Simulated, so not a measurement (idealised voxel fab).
Process module, titled voxel air gaps
Square cells of 5 nm make up the cross-section cut, whose width is 185 nm.
Reading order for cross-sections: top band down to bottom band. Underlying form: a grid of square cells. Band size: one or more rows of cells.
The entry gives the band's vertical extent as a top height and a bottom height in nm, then its horizontal make-up as materials from left to right, each with a width in nm. "empty" stands for empty space; a single material marked "edge to edge" fills the band edge to edge.
Convention: height 0 is the level below which the wafer, as received, is all one material. The lowest band does not terminate at the bottom but continues downward, represented as "z 0 and below".
Width spec "30 to 40" -> top row of cells at first value, bottom row at second value, equal per-row change in between.
When a step is marked "nothing got changed", none of the cells in the cross-section changed during that step.
Any empty space of 8 cells or more lacking an open way to the top shows up in "Enclosed void list" as width x height at distance, distance from the left edge, in nm.
That trailing text on a step's line, after the settings, is the simulator's own remark on the step.
Regarding "overlay nm": on a step with a mask, it is the distance the mask lay to the right of its planned place; a negative value places it to the left.
Everything after this point is organized in pairs: a cross-section before one process step, a cross-section after it that shows only as deep as the lowest changed band, and, under the pair, the intervening step with its settings. Because different runs of this module on the same starting wafer can supply different pairs, a pair continues from the pair above it only if its entry headed "Pre-step view" says so.

PRE-STEP VIEW
- z 0 and below  Si edge to edge
- Enclosed void list: none

POST-STEP SNAPSHOT
- z 10 to 0  SiO2 edge to edge
- Beneath the level 0, the cross-section is identical to its previous state.
- Enclosed void list: none
The process step separating the two cross-sections depicted above is as follows: CONFORMAL_DEP (material SiO2; thk nm 10)

Pre-step view: we pick up right where the pair above leaves off, with its after cross-section.

POST-STEP SNAPSHOT
- z 15 to 10  SiN edge to edge
- Beneath the level 10, the cross-section is identical to its previous state.
- Enclosed void list: none
The process step separating the two cross-sections depicted above is as follows: CONFORMAL_DEP (material SiN; thk nm 5)

Pre-step view: we pick up right where the pair above leaves off, with its after cross-section.

POST-STEP SNAPSHOT
- z 55 to 15  lowk edge to edge
- Beneath the level 15, the cross-section is identical to its previous state.
- Enclosed void list: none
The process step separating the two cross-sections depicted above is as follows: DIRECTIONAL_DEP (material lowk; thk nm 40)

Pre-step view: we pick up right where the pair above leaves off, with its after cross-section.

POST-STEP SNAPSHOT
- z 55 to 15  lowk: 30  empty: 20  lowk: 30  empty: 20  lowk: 30  empty: 20  lowk: 35
- Beneath the level 15, the cross-section is identical to its previous state.
- Enclosed void list: none
The process step separating the two cross-sections depicted above is as follows: MASKED_ETCH (tone open; mask id LINES; width nm 20; pitch nm 50; etch materials lowk; depth nm 40; overlay nm 0)

Pre-step view: we pick up right where the pair above leaves off, with its after cross-section.

POST-STEP SNAPSHOT
- z 60 to 55  TiN: 35  empty: 10  TiN: 40  empty: 10  TiN: 40  empty: 10  TiN: 40
- z 55 to 20  lowk: 30  TiN: 5  empty: 10  TiN: 5  lowk: 30  TiN: 5  empty: 10  TiN: 5  lowk: 30  TiN: 5  empty: 10  TiN: 5  lowk: 35
- z 20 to 15  lowk: 30  TiN: 20  lowk: 30  TiN: 20  lowk: 30  TiN: 20  lowk: 35
- Beneath the level 15, the cross-section is identical to its previous state.
- Enclosed void list: none
The process step separating the two cross-sections depicted above is as follows: CONFORMAL_DEP (material TiN; thk nm 5)

Pre-step view: we pick up right where the pair above leaves off, with its after cross-section.

POST-STEP SNAPSHOT
- z 70 to 60  Cu edge to edge
- z 60 to 55  TiN: 35  Cu: 10  TiN: 40  Cu: 10  TiN: 40  Cu: 10  TiN: 40
- z 55 to 20  lowk: 30  TiN: 5  Cu: 10  TiN: 5  lowk: 30  TiN: 5  Cu: 10  TiN: 5  lowk: 30  TiN: 5  Cu: 10  TiN: 5  lowk: 35
- Beneath the level 20, the cross-section is identical to its previous state.
- Enclosed void list: none
The process step separating the two cross-sections depicted above is as follows: FILL_DEP (material Cu; thk nm 10)

Pre-step view: we pick up right where the pair above leaves off, with its after cross-section.

POST-STEP SNAPSHOT
- z 55 to 20  lowk: 30  TiN: 5  Cu: 10  TiN: 5  lowk: 30  TiN: 5  Cu: 10  TiN: 5  lowk: 30  TiN: 5  Cu: 10  TiN: 5  lowk: 35
- Beneath the level 20, the cross-section is identical to its previous state.
- Enclosed void list: none
The process step separating the two cross-sections depicted above is as follows: CMP (height nm 55)

Pre-step view: we pick up right where the pair above leaves off, with its after cross-section.

POST-STEP SNAPSHOT
- z 65 to 55  empty: 20  Ru: 40  empty: 10  Ru: 40  empty: 10  Ru: 40  empty: 25
- Beneath the level 55, the cross-section is identical to its previous state.
- Enclosed void list: none
The process step separating the two cross-sections depicted above is as follows: EPI (material Ru; thk nm 10)

Pre-step view: we pick up right where the pair above leaves off, with its after cross-section.

POST-STEP SNAPSHOT
- z 65 to 55  empty: 20  Ru: 40  empty: 10  Ru: 40  empty: 10  Ru: 40  empty: 25
- z 55 to 20  empty: 30  TiN: 5  Cu: 10  TiN: 5  empty: 30  TiN: 5  Cu: 10  TiN: 5  empty: 30  TiN: 5  Cu: 10  TiN: 5  empty: 35
- z 20 to 15  empty: 30  TiN: 20  empty: 30  TiN: 20  empty: 30  TiN: 20  empty: 35
- Beneath the level 15, the cross-section is identical to its previous state.
- Enclosed void list: none
The process step separating the two cross-sections depicted above is as follows: SELECTIVE_ETCH (etch materials lowk; depth nm 50)

Pre-step view: we pick up right where the pair above leaves off, with its after cross-section.

POST-STEP SNAPSHOT
- z 70 to 65  empty: 15  SiCN: 150  empty: 20
- z 65 to 55  empty: 15  SiCN: 5  Ru: 40  SiCN: 10  Ru: 40  SiCN: 10  Ru: 40  SiCN: 5  empty: 20
- z 55 to 50  empty: 15  SiCN: 15  TiN: 5  Cu: 10  TiN: 5  SiCN: 30  TiN: 5  Cu: 10  TiN: 5  SiCN: 30  TiN: 5  Cu: 10  TiN: 5  SiCN: 15  empty: 20
- z 50 to 20  empty: 25  SiCN: 5  TiN: 5  Cu: 10  TiN: 5  SiCN: 5  empty: 20  SiCN: 5  TiN: 5  Cu: 10  TiN: 5  SiCN: 5  empty: 20  SiCN: 5  TiN: 5  Cu: 10  TiN: 5  SiCN: 5  empty: 30
- z 20 to 15  SiCN: 30  TiN: 20  SiCN: 30  TiN: 20  SiCN: 30  TiN: 20  SiCN: 35
- Beneath the level 15, the cross-section is identical to its previous state.
- Enclosed void list: 20 x 30 at 55; 20 x 30 at 105
The process step separating the two cross-sections depicted above is as follows: CONFORMAL_DEP (material SiCN; thk nm 5)

PRE-STEP VIEW
- z 70 to 60  Cu edge to edge
- z 60 to 55  TiN: 35  Cu: 10  TiN: 40  Cu: 10  TiN: 40  Cu: 10  TiN: 40
- z 55 to 20  lowk: 30  TiN: 5  Cu: 10  TiN: 5  lowk: 30  TiN: 5  Cu: 10  TiN: 5  lowk: 30  TiN: 5  Cu: 10  TiN: 5  lowk: 35
- z 20 to 15  lowk: 30  TiN: 20  lowk: 30  TiN: 20  lowk: 30  TiN: 20  lowk: 35
- z 15 to 10  SiN edge to edge
- z 10 to 0  SiO2 edge to edge
- z 0 and below  Si edge to edge
- Enclosed void list: none

POST-STEP SNAPSHOT
- z 80 to 70  Ru edge to edge
- Beneath the level 70, the cross-section is identical to its previous state.
- Enclosed void list: none
The process step separating the two cross-sections depicted above is as follows: EPI (material Ru; thk nm 10)

Pre-step view: we pick up right where the pair above leaves off, with its after cross-section.

POST-STEP SNAPSHOT
- z 85 to 80  SiCN edge to edge
- Beneath the level 80, the cross-section is identical to its previous state.
- Enclosed void list: none
The process step separating the two cross-sections depicted above is as follows: CONFORMAL_DEP (material SiCN; thk nm 5)

PRE-STEP VIEW
- z 65 to 55  empty: 20  Ru: 40  empty: 10  Ru: 40  empty: 10  Ru: 40  empty: 25
- z 55 to 20  lowk: 30  TiN: 5  Cu: 10  TiN: 5  lowk: 30  TiN: 5  Cu: 10  TiN: 5  lowk: 30  TiN: 5  Cu: 10  TiN: 5  lowk: 35
- z 20 to 15  lowk: 30  TiN: 20  lowk: 30  TiN: 20  lowk: 30  TiN: 20  lowk: 35
- z 15 to 10  SiN edge to edge
- z 10 to 0  SiO2 edge to edge
- z 0 and below  Si edge to edge
- Enclosed void list: none

POST-STEP SNAPSHOT
- z 75 to 55  empty: 10  Ru: 160  empty: 15
- Beneath the level 55, the cross-section is identical to its previous state.
- Enclosed void list: none
The process step separating the two cross-sections depicted above is as follows: EPI (material Ru; thk nm 10)

Pre-step view: we pick up right where the pair above leaves off, with its after cross-section.

POST-STEP SNAPSHOT
- z 75 to 55  empty: 10  Ru: 160  empty: 15
- z 55 to 20  empty: 30  TiN: 5  Cu: 10  TiN: 5  lowk: 30  TiN: 5  Cu: 10  TiN: 5  lowk: 30  TiN: 5  Cu: 10  TiN: 5  empty: 35
- z 20 to 15  empty: 30  TiN: 20  lowk: 30  TiN: 20  lowk: 30  TiN: 20  empty: 35
- Beneath the level 15, the cross-section is identical to its previous state.
- Enclosed void list: none
The process step separating the two cross-sections depicted above is as follows: SELECTIVE_ETCH (etch materials lowk; depth nm 50)

Pre-step view: we pick up right where the pair above leaves off, with its after cross-section.

POST-STEP SNAPSHOT
- z 80 to 75  empty: 5  SiCN: 170  empty: 10
- z 75 to 55  empty: 5  SiCN: 5  Ru: 160  SiCN: 5  empty: 10
- z 55 to 50  empty: 5  SiCN: 25  TiN: 5  Cu: 10  TiN: 5  lowk: 30  TiN: 5  Cu: 10  TiN: 5  lowk: 30  TiN: 5  Cu: 10  TiN: 5  SiCN: 25  empty: 10
- z 50 to 20  empty: 25  SiCN: 5  TiN: 5  Cu: 10  TiN: 5  lowk: 30  TiN: 5  Cu: 10  TiN: 5  lowk: 30  TiN: 5  Cu: 10  TiN: 5  SiCN: 5  empty: 30
- z 20 to 15  SiCN: 30  TiN: 20  lowk: 30  TiN: 20  lowk: 30  TiN: 20  SiCN: 35
- Beneath the level 15, the cross-section is identical to its previous state.
- Enclosed void list: none
The process step separating the two cross-sections depicted above is as follows: CONFORMAL_DEP (material SiCN; thk nm 5)

PRE-STEP VIEW
- z 10 to 0  SiO2 edge to edge
- z 0 and below  Si edge to edge
- Enclosed void list: none

POST-STEP SNAPSHOT
- z 50 to 10  lowk edge to edge
- Beneath the level 10, the cross-section is identical to its previous state.
- Enclosed void list: none
The process step separating the two cross-sections depicted above is as follows: DIRECTIONAL_DEP (material lowk; thk nm 40)

Pre-step view: we pick up right where the pair above leaves off, with its after cross-section.

POST-STEP SNAPSHOT
- z 55 to 50  SiN edge to edge
- Beneath the level 50, the cross-section is identical to its previous state.
- Enclosed void list: none
The process step separating the two cross-sections depicted above is as follows: CONFORMAL_DEP (material SiN; thk nm 5)

Pre-step view: we pick up right where the pair above leaves off, with its after cross-section.

POST-STEP SNAPSHOT
- z 60 to 55  TiN edge to edge
- Beneath the level 55, the cross-section is identical to its previous state.
- Enclosed void list: none
The process step separating the two cross-sections depicted above is as follows: CONFORMAL_DEP (material TiN; thk nm 5)

Pre-step view: we pick up right where the pair above leaves off, with its after cross-section.

POST-STEP SNAPSHOT
- z 70 to 60  Cu edge to edge
- Beneath the level 60, the cross-section is identical to its previous state.
- Enclosed void list: none
The process step separating the two cross-sections depicted above is as follows: FILL_DEP (material Cu; thk nm 10)

Pre-step view: we pick up right where the pair above leaves off, with its after cross-section.

POST-STEP SNAPSHOT
- z 55 to 50  SiN edge to edge
- Beneath the level 50, the cross-section is identical to its previous state.
- Enclosed void list: none
The process step separating the two cross-sections depicted above is as follows: CMP (height nm 55)

Pre-step view: we pick up right where the pair above leaves off, with its after cross-section.

POST-STEP SNAPSHOT
- z 60 to 55  SiCN edge to edge
- Beneath the level 55, the cross-section is identical to its previous state.
- Enclosed void list: none
The process step separating the two cross-sections depicted above is as follows: CONFORMAL_DEP (material SiCN; thk nm 5)

PRE-STEP VIEW
- z 70 to 60  Cu edge to edge
- z 60 to 55  TiN: 35  Cu: 10  TiN: 40  Cu: 10  TiN: 40  Cu: 10  TiN: 40
- z 55 to 20  lowk: 30  TiN: 5  Cu: 10  TiN: 5  lowk: 30  TiN: 5  Cu: 10  TiN: 5  lowk: 30  TiN: 5  Cu: 10  TiN: 5  lowk: 35
- z 20 to 15  lowk: 30  TiN: 20  lowk: 30  TiN: 20  lowk: 30  TiN: 20  lowk: 35
- z 15 to 10  SiN edge to edge
- z 10 to 0  SiO2 edge to edge
- z 0 and below  Si edge to edge
- Enclosed void list: none

POST-STEP SNAPSHOT
- z 45 to 20  lowk: 30  TiN: 5  Cu: 10  TiN: 5  lowk: 30  TiN: 5  Cu: 10  TiN: 5  lowk: 30  TiN: 5  Cu: 10  TiN: 5  lowk: 35
- Beneath the level 20, the cross-section is identical to its previous state.
- Enclosed void list: none
The process step separating the two cross-sections depicted above is as follows: CMP (height nm 45)

Pre-step view: we pick up right where the pair above leaves off, with its after cross-section.

POST-STEP SNAPSHOT
- z 55 to 45  empty: 20  Ru: 40  empty: 10  Ru: 40  empty: 10  Ru: 40  empty: 25
- Beneath the level 45, the cross-section is identical to its previous state.
- Enclosed void list: none
The process step separating the two cross-sections depicted above is as follows: EPI (material Ru; thk nm 10)

Pre-step view: we pick up right where the pair above leaves off, with its after cross-section.

POST-STEP SNAPSHOT
- z 55 to 45  empty: 20  Ru: 40  empty: 10  Ru: 40  empty: 10  Ru: 40  empty: 25
- z 45 to 20  empty: 30  TiN: 5  Cu: 10  TiN: 5  empty: 30  TiN: 5  Cu: 10  TiN: 5  empty: 30  TiN: 5  Cu: 10  TiN: 5  empty: 35
- z 20 to 15  empty: 30  TiN: 20  empty: 30  TiN: 20  empty: 30  TiN: 20  empty: 35
- Beneath the level 15, the cross-section is identical to its previous state.
- Enclosed void list: none
The process step separating the two cross-sections depicted above is as follows: SELECTIVE_ETCH (etch materials lowk; depth nm 50)

Pre-step view: we pick up right where the pair above leaves off, with its after cross-section.

POST-STEP SNAPSHOT
- z 60 to 55  empty: 15  SiCN: 150  empty: 20
- z 55 to 45  empty: 15  SiCN: 5  Ru: 40  SiCN: 10  Ru: 40  SiCN: 10  Ru: 40  SiCN: 5  empty: 20
- z 45 to 40  empty: 15  SiCN: 15  TiN: 5  Cu: 10  TiN: 5  SiCN: 30  TiN: 5  Cu: 10  TiN: 5  SiCN: 30  TiN: 5  Cu: 10  TiN: 5  SiCN: 15  empty: 20
- z 40 to 20  empty: 25  SiCN: 5  TiN: 5  Cu: 10  TiN: 5  SiCN: 5  empty: 20  SiCN: 5  TiN: 5  Cu: 10  TiN: 5  SiCN: 5  empty: 20  SiCN: 5  TiN: 5  Cu: 10  TiN: 5  SiCN: 5  empty: 30
- z 20 to 15  SiCN: 30  TiN: 20  SiCN: 30  TiN: 20  SiCN: 30  TiN: 20  SiCN: 35
- Beneath the level 15, the cross-section is identical to its previous state.
- Enclosed void list: 20 x 20 at 55; 20 x 20 at 105
The process step separating the two cross-sections depicted above is as follows: CONFORMAL_DEP (material SiCN; thk nm 5)

PRE-STEP VIEW
- z 55 to 15  lowk edge to edge
- z 15 to 10  SiN edge to edge
- z 10 to 0  SiO2 edge to edge
- z 0 and below  Si edge to edge
- Enclosed void list: none

POST-STEP SNAPSHOT
- z 55 to 15  lowk: 25  empty: 30  lowk: 20  empty: 30  lowk: 20  empty: 30  lowk: 30
- Beneath the level 15, the cross-section is identical to its previous state.
- Enclosed void list: none
The process step separating the two cross-sections depicted above is as follows: MASKED_ETCH (tone open; mask id LINES; width nm 30; pitch nm 50; etch materials lowk; depth nm 40; overlay nm 0)

Pre-step view: we pick up right where the pair above leaves off, with its after cross-section.

POST-STEP SNAPSHOT
- z 60 to 55  TiN: 30  empty: 20  TiN: 30  empty: 20  TiN: 30  empty: 20  TiN: 35
- z 55 to 20  lowk: 25  TiN: 5  empty: 20  TiN: 5  lowk: 20  TiN: 5  empty: 20  TiN: 5  lowk: 20  TiN: 5  empty: 20  TiN: 5  lowk: 30
- z 20 to 15  lowk: 25  TiN: 30  lowk: 20  TiN: 30  lowk: 20  TiN: 30  lowk: 30
- Beneath the level 15, the cross-section is identical to its previous state.
- Enclosed void list: none
The process step separating the two cross-sections depicted above is as follows: CONFORMAL_DEP (material TiN; thk nm 5)

Pre-step view: we pick up right where the pair above leaves off, with its after cross-section.

POST-STEP SNAPSHOT
- z 70 to 60  Cu edge to edge
- z 60 to 55  TiN: 30  Cu: 20  TiN: 30  Cu: 20  TiN: 30  Cu: 20  TiN: 35
- z 55 to 20  lowk: 25  TiN: 5  Cu: 20  TiN: 5  lowk: 20  TiN: 5  Cu: 20  TiN: 5  lowk: 20  TiN: 5  Cu: 20  TiN: 5  lowk: 30
- Beneath the level 20, the cross-section is identical to its previous state.
- Enclosed void list: none
The process step separating the two cross-sections depicted above is as follows: FILL_DEP (material Cu; thk nm 10)

Pre-step view: we pick up right where the pair above leaves off, with its after cross-section.

POST-STEP SNAPSHOT
- z 55 to 20  lowk: 25  TiN: 5  Cu: 20  TiN: 5  lowk: 20  TiN: 5  Cu: 20  TiN: 5  lowk: 20  TiN: 5  Cu: 20  TiN: 5  lowk: 30
- Beneath the level 20, the cross-section is identical to its previous state.
- Enclosed void list: none
The process step separating the two cross-sections depicted above is as follows: CMP (height nm 55)

Pre-step view: we pick up right where the pair above leaves off, with its after cross-section.

POST-STEP SNAPSHOT
- z 65 to 55  empty: 15  Ru: 150  empty: 20
- Beneath the level 55, the cross-section is identical to its previous state.
- Enclosed void list: none
The process step separating the two cross-sections depicted above is as follows: EPI (material Ru; thk nm 10)

Pre-step view: we pick up right where the pair above leaves off, with its after cross-section.

POST-STEP SNAPSHOT
- z 65 to 55  empty: 15  Ru: 150  empty: 20
- z 55 to 20  empty: 25  TiN: 5  Cu: 20  TiN: 5  lowk: 20  TiN: 5  Cu: 20  TiN: 5  lowk: 20  TiN: 5  Cu: 20  TiN: 5  empty: 30
- z 20 to 15  empty: 25  TiN: 30  lowk: 20  TiN: 30  lowk: 20  TiN: 30  empty: 30
- Beneath the level 15, the cross-section is identical to its previous state.
- Enclosed void list: none
The process step separating the two cross-sections depicted above is as follows: SELECTIVE_ETCH (etch materials lowk; depth nm 50)

Pre-step view: we pick up right where the pair above leaves off, with its after cross-section.

POST-STEP SNAPSHOT
- z 70 to 65  empty: 10  SiCN: 160  empty: 15
- z 65 to 55  empty: 10  SiCN: 5  Ru: 150  SiCN: 5  empty: 15
- z 55 to 50  empty: 10  SiCN: 15  TiN: 5  Cu: 20  TiN: 5  lowk: 20  TiN: 5  Cu: 20  TiN: 5  lowk: 20  TiN: 5  Cu: 20  TiN: 5  SiCN: 15  empty: 15
- z 50 to 20  empty: 20  SiCN: 5  TiN: 5  Cu: 20  TiN: 5  lowk: 20  TiN: 5  Cu: 20  TiN: 5  lowk: 20  TiN: 5  Cu: 20  TiN: 5  SiCN: 5  empty: 25
- z 20 to 15  SiCN: 25  TiN: 30  lowk: 20  TiN: 30  lowk: 20  TiN: 30  SiCN: 30
- Beneath the level 15, the cross-section is identical to its previous state.
- Enclosed void list: none
The process step separating the two cross-sections depicted above is as follows: CONFORMAL_DEP (material SiCN; thk nm 5)

PRE-STEP VIEW
- z 55 to 15  lowk edge to edge
- z 15 to 10  SiN edge to edge
- z 10 to 0  SiO2 edge to edge
- z 0 and below  Si edge to edge
- Enclosed void list: none

POST-STEP SNAPSHOT
- z 55 to 15  lowk: 40  empty: 20  lowk: 30  empty: 20  lowk: 30  empty: 20  lowk: 25
- Beneath the level 15, the cross-section is identical to its previous state.
- Enclosed void list: none
The process step separating the two cross-sections depicted above is as follows: MASKED_ETCH (tone open; mask id LINES; width nm 20; pitch nm 50; etch materials lowk; depth nm 40; overlay nm 10)

Pre-step view: we pick up right where the pair above leaves off, with its after cross-section.

POST-STEP SNAPSHOT
- z 60 to 55  TiN: 45  empty: 10  TiN: 40  empty: 10  TiN: 40  empty: 10  TiN: 30
- z 55 to 20  lowk: 40  TiN: 5  empty: 10  TiN: 5  lowk: 30  TiN: 5  empty: 10  TiN: 5  lowk: 30  TiN: 5  empty: 10  TiN: 5  lowk: 25
- z 20 to 15  lowk: 40  TiN: 20  lowk: 30  TiN: 20  lowk: 30  TiN: 20  lowk: 25
- Beneath the level 15, the cross-section is identical to its previous state.
- Enclosed void list: none
The process step separating the two cross-sections depicted above is as follows: CONFORMAL_DEP (material TiN; thk nm 5)

Pre-step view: we pick up right where the pair above leaves off, with its after cross-section.

POST-STEP SNAPSHOT
- z 70 to 60  Cu edge to edge
- z 60 to 55  TiN: 45  Cu: 10  TiN: 40  Cu: 10  TiN: 40  Cu: 10  TiN: 30
- z 55 to 20  lowk: 40  TiN: 5  Cu: 10  TiN: 5  lowk: 30  TiN: 5  Cu: 10  TiN: 5  lowk: 30  TiN: 5  Cu: 10  TiN: 5  lowk: 25
- Beneath the level 20, the cross-section is identical to its previous state.
- Enclosed void list: none
The process step separating the two cross-sections depicted above is as follows: FILL_DEP (material Cu; thk nm 10)

Pre-step view: we pick up right where the pair above leaves off, with its after cross-section.

POST-STEP SNAPSHOT
- z 55 to 20  lowk: 40  TiN: 5  Cu: 10  TiN: 5  lowk: 30  TiN: 5  Cu: 10  TiN: 5  lowk: 30  TiN: 5  Cu: 10  TiN: 5  lowk: 25
- Beneath the level 20, the cross-section is identical to its previous state.
- Enclosed void list: none
The process step separating the two cross-sections depicted above is as follows: CMP (height nm 55)

Pre-step view: we pick up right where the pair above leaves off, with its after cross-section.

POST-STEP SNAPSHOT
- z 65 to 55  empty: 30  Ru: 40  empty: 10  Ru: 40  empty: 10  Ru: 40  empty: 15
- Beneath the level 55, the cross-section is identical to its previous state.
- Enclosed void list: none
The process step separating the two cross-sections depicted above is as follows: EPI (material Ru; thk nm 10)

Pre-step view: we pick up right where the pair above leaves off, with its after cross-section.

POST-STEP SNAPSHOT
- z 65 to 55  empty: 30  Ru: 40  empty: 10  Ru: 40  empty: 10  Ru: 40  empty: 15
- z 55 to 20  empty: 40  TiN: 5  Cu: 10  TiN: 5  empty: 30  TiN: 5  Cu: 10  TiN: 5  empty: 30  TiN: 5  Cu: 10  TiN: 5  empty: 25
- z 20 to 15  empty: 40  TiN: 20  empty: 30  TiN: 20  empty: 30  TiN: 20  empty: 25
- Beneath the level 15, the cross-section is identical to its previous state.
- Enclosed void list: none
The process step separating the two cross-sections depicted above is as follows: SELECTIVE_ETCH (etch materials lowk; depth nm 50)

Pre-step view: we pick up right where the pair above leaves off, with its after cross-section.

POST-STEP SNAPSHOT
- z 70 to 65  empty: 25  SiCN: 150  empty: 10
- z 65 to 55  empty: 25  SiCN: 5  Ru: 40  SiCN: 10  Ru: 40  SiCN: 10  Ru: 40  SiCN: 5  empty: 10
- z 55 to 50  empty: 25  SiCN: 15  TiN: 5  Cu: 10  TiN: 5  SiCN: 30  TiN: 5  Cu: 10  TiN: 5  SiCN: 30  TiN: 5  Cu: 10  TiN: 5  SiCN: 15  empty: 10
- z 50 to 20  empty: 35  SiCN: 5  TiN: 5  Cu: 10  TiN: 5  SiCN: 5  empty: 20  SiCN: 5  TiN: 5  Cu: 10  TiN: 5  SiCN: 5  empty: 20  SiCN: 5  TiN: 5  Cu: 10  TiN: 5  SiCN: 5  empty: 20
- z 20 to 15  SiCN: 40  TiN: 20  SiCN: 30  TiN: 20  SiCN: 30  TiN: 20  SiCN: 25
- Beneath the level 15, the cross-section is identical to its previous state.
- Enclosed void list: 20 x 30 at 65; 20 x 30 at 115
The process step separating the two cross-sections depicted above is as follows: CONFORMAL_DEP (material SiCN; thk nm 5)

PRE-STEP VIEW
- z 15 to 10  SiN edge to edge
- z 10 to 0  SiO2 edge to edge
- z 0 and below  Si edge to edge
- Enclosed void list: none

POST-STEP SNAPSHOT
- z 55 to 15  TiN edge to edge
- Beneath the level 15, the cross-section is identical to its previous state.
- Enclosed void list: none
The process step separating the two cross-sections depicted above is as follows: DIRECTIONAL_DEP (material TiN; thk nm 40)

Pre-step view: we pick up right where the pair above leaves off, with its after cross-section.

POST-STEP SNAPSHOT
- z 60 to 15  TiN edge to edge
- Beneath the level 15, the cross-section is identical to its previous state.
- Enclosed void list: none
The process step separating the two cross-sections depicted above is as follows: CONFORMAL_DEP (material TiN; thk nm 5)

Pre-step view: we pick up right where the pair above leaves off, with its after cross-section.

POST-STEP SNAPSHOT
- z 70 to 60  Cu edge to edge
- Beneath the level 60, the cross-section is identical to its previous state.
- Enclosed void list: none
The process step separating the two cross-sections depicted above is as follows: FILL_DEP (material Cu; thk nm 10)

Pre-step view: we pick up right where the pair above leaves off, with its after cross-section.

POST-STEP SNAPSHOT
- z 55 to 15  TiN edge to edge
- Beneath the level 15, the cross-section is identical to its previous state.
- Enclosed void list: none
The process step separating the two cross-sections depicted above is as follows: CMP (height nm 55)

Pre-step view: we pick up right where the pair above leaves off, with its after cross-section.

POST-STEP SNAPSHOT
- z 65 to 55  Ru edge to edge
- Beneath the level 55, the cross-section is identical to its previous state.
- Enclosed void list: none
The process step separating the two cross-sections depicted above is as follows: EPI (material Ru; thk nm 10)

Pre-step view: we pick up right where the pair above leaves off, with its after cross-section.

POST-STEP SNAPSHOT
- z 70 to 65  SiCN edge to edge
- Beneath the level 65, the cross-section is identical to its previous state.
- Enclosed void list: none
The process step separating the two cross-sections depicted above is as follows: CONFORMAL_DEP (material SiCN; thk nm 5)

PRE-STEP VIEW
- z 55 to 15  lowk edge to edge
- z 15 to 10  SiN edge to edge
- z 10 to 0  SiO2 edge to edge
- z 0 and below  Si edge to edge
- Enclosed void list: none

POST-STEP SNAPSHOT
- z 55 to 15  empty: 30  lowk: 20  empty: 30  lowk: 20  empty: 30  lowk: 20  empty: 35
- Beneath the level 15, the cross-section is identical to its previous state.
- Enclosed void list: none
The process step separating the two cross-sections depicted above is as follows: MASKED_ETCH (tone cover; mask id LINES; width nm 20; pitch nm 50; etch materials lowk; depth nm 40; overlay nm 0)

Pre-step view: we pick up right where the pair above leaves off, with its after cross-section.

POST-STEP SNAPSHOT
- z 60 to 55  empty: 25  TiN: 30  empty: 20  TiN: 30  empty: 20  TiN: 30  empty: 30
- z 55 to 20  empty: 25  TiN: 5  lowk: 20  TiN: 5  empty: 20  TiN: 5  lowk: 20  TiN: 5  empty: 20  TiN: 5  lowk: 20  TiN: 5  empty: 30
- z 20 to 15  TiN: 30  lowk: 20  TiN: 30  lowk: 20  TiN: 30  lowk: 20  TiN: 35
- Beneath the level 15, the cross-section is identical to its previous state.
- Enclosed void list: none
The process step separating the two cross-sections depicted above is as follows: CONFORMAL_DEP (material TiN; thk nm 5)

Pre-step view: we pick up right where the pair above leaves off, with its after cross-section.

POST-STEP SNAPSHOT
- z 70 to 60  Cu edge to edge
- z 60 to 55  Cu: 25  TiN: 30  Cu: 20  TiN: 30  Cu: 20  TiN: 30  Cu: 30
- z 55 to 20  Cu: 25  TiN: 5  lowk: 20  TiN: 5  Cu: 20  TiN: 5  lowk: 20  TiN: 5  Cu: 20  TiN: 5  lowk: 20  TiN: 5  Cu: 30
- Beneath the level 20, the cross-section is identical to its previous state.
- Enclosed void list: none
The process step separating the two cross-sections depicted above is as follows: FILL_DEP (material Cu; thk nm 10)

Pre-step view: we pick up right where the pair above leaves off, with its after cross-section.

POST-STEP SNAPSHOT
- z 55 to 20  Cu: 25  TiN: 5  lowk: 20  TiN: 5  Cu: 20  TiN: 5  lowk: 20  TiN: 5  Cu: 20  TiN: 5  lowk: 20  TiN: 5  Cu: 30
- Beneath the level 20, the cross-section is identical to its previous state.
- Enclosed void list: none
The process step separating the two cross-sections depicted above is as follows: CMP (height nm 55)

Pre-step view: we pick up right where the pair above leaves off, with its after cross-section.

POST-STEP SNAPSHOT
- z 65 to 55  Ru edge to edge
- Beneath the level 55, the cross-section is identical to its previous state.
- Enclosed void list: none
The process step separating the two cross-sections depicted above is as follows: EPI (material Ru; thk nm 10)

Pre-step view: we pick up right where the pair above leaves off, with its after cross-section.

POST-STEP SNAPSHOT
- z 70 to 65  SiCN edge to edge
- Beneath the level 65, the cross-section is identical to its previous state.
- Enclosed void list: none
The process step separating the two cross-sections depicted above is as follows: CONFORMAL_DEP (material SiCN; thk nm 5)
